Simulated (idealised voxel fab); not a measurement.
The process module that follows is named voxel released beams.
Xsec cut, 145 nm wide, square cell size 5 nm.
Square cells in a grid make up a cross-section in this document, and the grid is given as bands, listed from the top down, each one or more rows of cells. First you get the band's top height and its bottom height, in nm, and then the materials it's made of, left to right, with each width in nm. If you see a single material with "edge to edge", that one covers the band edge to edge. "empty" is empty space. Counting heights begins at 0, where everything beneath is, in the wafer as received, one material. The lowest band has no bottom; it goes on downwards, as "0 and below" shows. The expression "30..40" gives the width at the extremes of the band, the first number at its top row of cells and the second at its bottom row, with the width changing by equal amounts from each row to the next in between. "nothing got changed" means the step left every cell of the cross-section as it was. Entry "Trapped cavities". Content: empty spaces with no open connection to the top, size 8 cells or greater. Each: width x height at distance. Distance: from left edge. Unit: nm. That trailing text on a step's line, after the settings, is the simulator's own remark on the step. If you see "overlay nm" on a step's line and that step has a mask, it's telling you how far right of where it was planned the mask ended up; a negative number means it went left instead.

### Intended process steps
1: RECEIVE (material Si)
2: CONFORMAL_DEP (material Al2O3; thk nm 10)
3: DIRECTIONAL_DEP (material SiO2; thk nm 15)
4: DIRECTIONAL_DEP (material aC; thk nm 10)
5: PATTERN (tone open; mask id ANCHOR; material resist; width nm 45; thk nm 25; overlay nm 0)
6: DIRECTIONAL_ETCH (etch materials aC; depth nm 10)
7: STRIP (etch materials resist)
8: DIRECTIONAL_ETCH (etch materials SiO2; depth nm 15)
9: STRIP (etch materials aC)
10: CONFORMAL_DEP (material polySi; thk nm 15)
11: PATTERN (tone cover; mask id BEAM; material resist; width nm 110; thk nm 20; overlay nm 0)
12: DIRECTIONAL_ETCH (etch materials polySi; depth nm 15)
13: STRIP (etch materials resist)
14: STRIP (etch materials SiO2)

### First out of two wafers; run went to plan

### Cross-section of the wafer as it came to us, i.e., already through step 1
- 0 and below: Si edge to edge
- Trapped cavities: none

### The following cross-section depicts the wafer upon completion of step 2
- 10 down to 0: Al2O3 edge to edge
- Note: structure below 0 unchanged.

### The following cross-section depicts the wafer upon completion of step 3
- 25 down to 10: SiO2 edge to edge
- Note: structure below 10 unchanged.

### The following cross-section depicts the wafer upon completion of step 4
- 35 down to 25: aC edge to edge
- Note: structure below 25 unchanged.

### The following cross-section depicts the wafer upon completion of step 5
- 60 down to 35: resist 20 | empty 45 | resist 80
- Note: structure below 35 unchanged.

### The following cross-section depicts the wafer upon completion of step 6
- 50 down to 35: resist 20 | empty 45 | resist 80
- 35 down to 25: aC 20 | empty 45 | aC 80
- Note: structure below 25 unchanged.

### The following cross-section depicts the wafer upon completion of step 7
- 35 down to 25: aC 20 | empty 45 | aC 80
- Note: structure below 25 unchanged.

### The following cross-section depicts the wafer upon completion of step 8
- 35 down to 25: aC 20 | empty 45 | aC 80
- 25 down to 10: SiO2 20 | empty 45 | SiO2 80
- Note: structure below 10 unchanged.

### The following cross-section depicts the wafer upon completion of step 9
- 25 down to 10: SiO2 20 | empty 45 | SiO2 80
- Note: structure below 10 unchanged.

### The following cross-section depicts the wafer upon completion of step 10
- 40 down to 25: polySi 35 | empty 15 | polySi 95
- 25 down to 10: SiO2 20 | polySi 45 | SiO2 80
- Note: structure below 10 unchanged.

### The following cross-section depicts the wafer upon completion of step 11
- 60 down to 40: empty 15 | resist 110 | empty 20
- 40 down to 25: polySi 35 | resist 15 | polySi 95
- Note: structure below 25 unchanged.

### The following cross-section depicts the wafer upon completion of step 12
- 60 down to 40: empty 15 | resist 110 | empty 20
- 40 down to 25: empty 15 | polySi 20 | resist 15 | polySi 75 | empty 20
- Note: structure below 25 unchanged.

### The following cross-section depicts the wafer upon completion of step 13
- 40 down to 25: empty 15 | polySi 20 | empty 15 | polySi 75 | empty 20
- Note: structure below 25 unchanged.

### The following cross-section depicts the wafer upon completion of step 14
- 40 down to 25: empty 15 | polySi 20 | empty 15 | polySi 75 | empty 20
- 25 down to 10: empty 20 | polySi 45 | empty 80
- Note: structure below 10 unchanged.

### Wafer two of two - same starting point, same process plan, one mistake in execution; matches wafer one up to and including step 1

Cross-sectional view of the second wafer at the intended end time of process step 2: nothing got changed

### Cross-sectional view of the second wafer at the intended end time of process step 3
- 15 down to 0: SiO2 edge to edge
- Note: structure below 0 unchanged.

### Cross-sectional view of the second wafer at the intended end time of process step 4
- 25 down to 15: aC edge to edge
- Note: structure below 15 unchanged.

### Cross-sectional view of the second wafer at the intended end time of process step 5
- 50 down to 25: resist 20 | empty 45 | resist 80
- Note: structure below 25 unchanged.

### Cross-sectional view of the second wafer at the intended end time of process step 6
- 40 down to 25: resist 20 | empty 45 | resist 80
- 25 down to 15: aC 20 | empty 45 | aC 80
- Note: structure below 15 unchanged.

### Cross-sectional view of the second wafer at the intended end time of process step 7
- 25 down to 15: aC 20 | empty 45 | aC 80
- Note: structure below 15 unchanged.

### Cross-sectional view of the second wafer at the intended end time of process step 8
- 25 down to 15: aC 20 | empty 45 | aC 80
- 15 down to 0: SiO2 20 | empty 45 | SiO2 80
- Note: structure below 0 unchanged.

### Cross-sectional view of the second wafer at the intended end time of process step 9
- 15 down to 0: SiO2 20 | empty 45 | SiO2 80
- Note: structure below 0 unchanged.

### Cross-sectional view of the second wafer at the intended end time of process step 10
- 30 down to 15: polySi 35 | empty 15 | polySi 95
- 15 down to 0: SiO2 20 | polySi 45 | SiO2 80
- Note: structure below 0 unchanged.

### Cross-sectional view of the second wafer at the intended end time of process step 11
- 50 down to 30: empty 15 | resist 110 | empty 20
- 30 down to 15: polySi 35 | resist 15 | polySi 95
- Note: structure below 15 unchanged.

### Cross-sectional view of the second wafer at the intended end time of process step 12
- 50 down to 30: empty 15 | resist 110 | empty 20
- 30 down to 15: empty 15 | polySi 20 | resist 15 | polySi 75 | empty 20
- Note: structure below 15 unchanged.

### Cross-sectional view of the second wafer at the intended end time of process step 13
- 30 down to 15: empty 15 | polySi 20 | empty 15 | polySi 75 | empty 20
- Note: structure below 15 unchanged.

### Cross-sectional view of the second wafer at the intended end time of process step 14
- 30 down to 15: empty 15 | polySi 20 | empty 15 | polySi 75 | empty 20
- 15 down to 0: empty 20 | polySi 45 | empty 80
- Note: structure below 0 unchanged.
What broke from the plan during processing? step 2 of the plan was excluded from execution and never run
Final tally in cells, some materials are higher or lower on the second wafer than on the first: Al2O3: 58 fewer
